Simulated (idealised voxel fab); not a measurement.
Herein follows the process module entitled voxel gate over fins.
For reference, the cross-section in this document is cut, with width 205 nm and square cells of 5 nm.
Cross-section layout: square cells on a grid; listed as bands, top to bottom; a band spans one or more cell rows.
What a band's entry tells you: where the top is and where the bottom is, as heights in nm, and after that what lies inside, material by material from left to right, each with its width in nm. Empty space is written as the word "blank", and a single material marked with the word "full width" occupies the band from edge to edge.
For the purposes of this specification, 0 denotes the height below which the wafer in its as-received condition is composed wholly of one material, and the lowermost band, lacking a lower limit, extends downward without end, as expressed in "from 0 down".
Width: "30->40" (first number = top row, second number = bottom row, same change from row to row of cells).
"remained unchanged", as given for a step, is the statement that not any cell of the cross-section underwent a change during that step.
Closed empty spaces (no open way to the top) of 8 cells or more are what "Enclosed internal cavities" lists, each as width x height at distance from the left edge, nm for all three.
after a step's settings: what the simulator itself notes on the step
What "overlay nm" on a step's line means: if the step has a mask, that mask lay this far to the right of its planned place, or, when the value is negative, to the left.

**Here's what the planned process steps look like**
| 1 | RECEIVE with material Si |
| 2 | CONFORMAL_DEP with material SiN, thk nm 10 |
| 3 | DIRECTIONAL_DEP with material aC, thk nm 10 |
| 4 | PATTERN with tone cover, mask id FINS, material resist, width nm 15, pitch nm 40, thk nm 25, overlay nm 0 |
| 5 | DIRECTIONAL_ETCH with etch materials aC, depth nm 10 |
| 6 | STRIP with etch materials resist |
| 7 | DIRECTIONAL_ETCH with etch materials SiN, depth nm 10 |
| 8 | DIRECTIONAL_ETCH with etch materials Si, depth nm 40 |
| 9 | STRIP with etch materials aC |
| 10 | OXIDIZE with depth nm 5 |
| 11 | FILL_DEP with material SiO2, thk nm 15 |
| 12 | CMP with height nm 10 |
| 13 | SELECTIVE_ETCH with etch materials SiO2, depth nm 20 |
| 14 | STRIP with etch materials SiN |
| 15 | CONFORMAL_DEP with material HfO2, thk nm 5 |
| 16 | CONFORMAL_DEP with material TiN, thk nm 5 |
| 17 | FILL_DEP with material W, thk nm 10 |
| 18 | CMP with height nm 15 |
| 19 | CONFORMAL_DEP with material SiCN, thk nm 5 |
The value of width nm given for step 4 in the plan refers to the first wafer; the wafers vary in this setting and are alike at the start.

**The first of several wafers in cross-section, exactly as it reached us after step 1**
from 0 down = Si full width
Enclosed internal cavities: none

**Here is the cross-section of the first of several wafers at the end of the module, after its last step, step 19**
from 20 to 15 = SiCN full width
from 15 to 10 = W full width
from 10 to 5 = 30 W, 25 TiN, 15 W, 25 TiN, 15 W, 25 TiN, 15 W, 25 TiN, 30 W
from 5 to 0 = 30 W, 5 TiN, 15 HfO2, 5 TiN, 15 W, 5 TiN, 15 HfO2, 5 TiN, 15 W, 5 TiN, 15 HfO2, 5 TiN, 15 W, 5 TiN, 15 HfO2, 5 TiN, 30 W
from 0 to -5 = 35 TiN, 5 HfO2, 5 Si, 5 HfO2, 25 TiN, 5 HfO2, 5 Si, 5 HfO2, 25 TiN, 5 HfO2, 5 Si, 5 HfO2, 25 TiN, 5 HfO2, 5 Si, 5 HfO2, 35 TiN
from -5 to -10 = 40 HfO2, 5 Si, 35 HfO2, 5 Si, 35 HfO2, 5 Si, 35 HfO2, 5 Si, 40 HfO2
from -10 to -45 = 40 SiO2, 5 Si, 35 SiO2, 5 Si, 35 SiO2, 5 Si, 35 SiO2, 5 Si, 40 SiO2
from -45 down = Si full width
Enclosed internal cavities: none

**Final wafer cross-section at module end**
from 20 to 15 = SiCN full width
from 15 to 10 = W full width
from 10 to 5 = 25 W, 35 TiN, 5 W, 35 TiN, 5 W, 35 TiN, 5 W, 35 TiN, 25 W
from 5 to 0 = 25 W, 5 TiN, 25 HfO2, 5 TiN, 5 W, 5 TiN, 25 HfO2, 5 TiN, 5 W, 5 TiN, 25 HfO2, 5 TiN, 5 W, 5 TiN, 25 HfO2, 5 TiN, 25 W
from 0 to -5 = 30 TiN, 5 HfO2, 15 Si, 5 HfO2, 15 TiN, 5 HfO2, 15 Si, 5 HfO2, 15 TiN, 5 HfO2, 15 Si, 5 HfO2, 15 TiN, 5 HfO2, 15 Si, 5 HfO2, 30 TiN
from -5 to -10 = 35 HfO2, 15 Si, 25 HfO2, 15 Si, 25 HfO2, 15 Si, 25 HfO2, 15 Si, 35 HfO2
from -10 to -45 = 35 SiO2, 15 Si, 25 SiO2, 15 Si, 25 SiO2, 15 Si, 25 SiO2, 15 Si, 35 SiO2
from -45 down = Si full width
Enclosed internal cavities: none

**So in this table every wafer gets its own row, and what you see is where it stands at the end of the module: for each material, how many cells it picked up (+) or gave up (-) since we received it, and after that its closed voids**
width nm 15 | +57 HfO2 | -333 Si | +41 SiCN | +259 SiO2 | +57 TiN | +83 W | Enclosed internal cavities: none
width nm 20 | +57 HfO2 | -297 Si | +41 SiCN | +231 SiO2 | +57 TiN | +75 W | Enclosed internal cavities: none
width nm 25 | +57 HfO2 | -261 Si | +41 SiCN | +203 SiO2 | +57 TiN | +67 W | Enclosed internal cavities: none
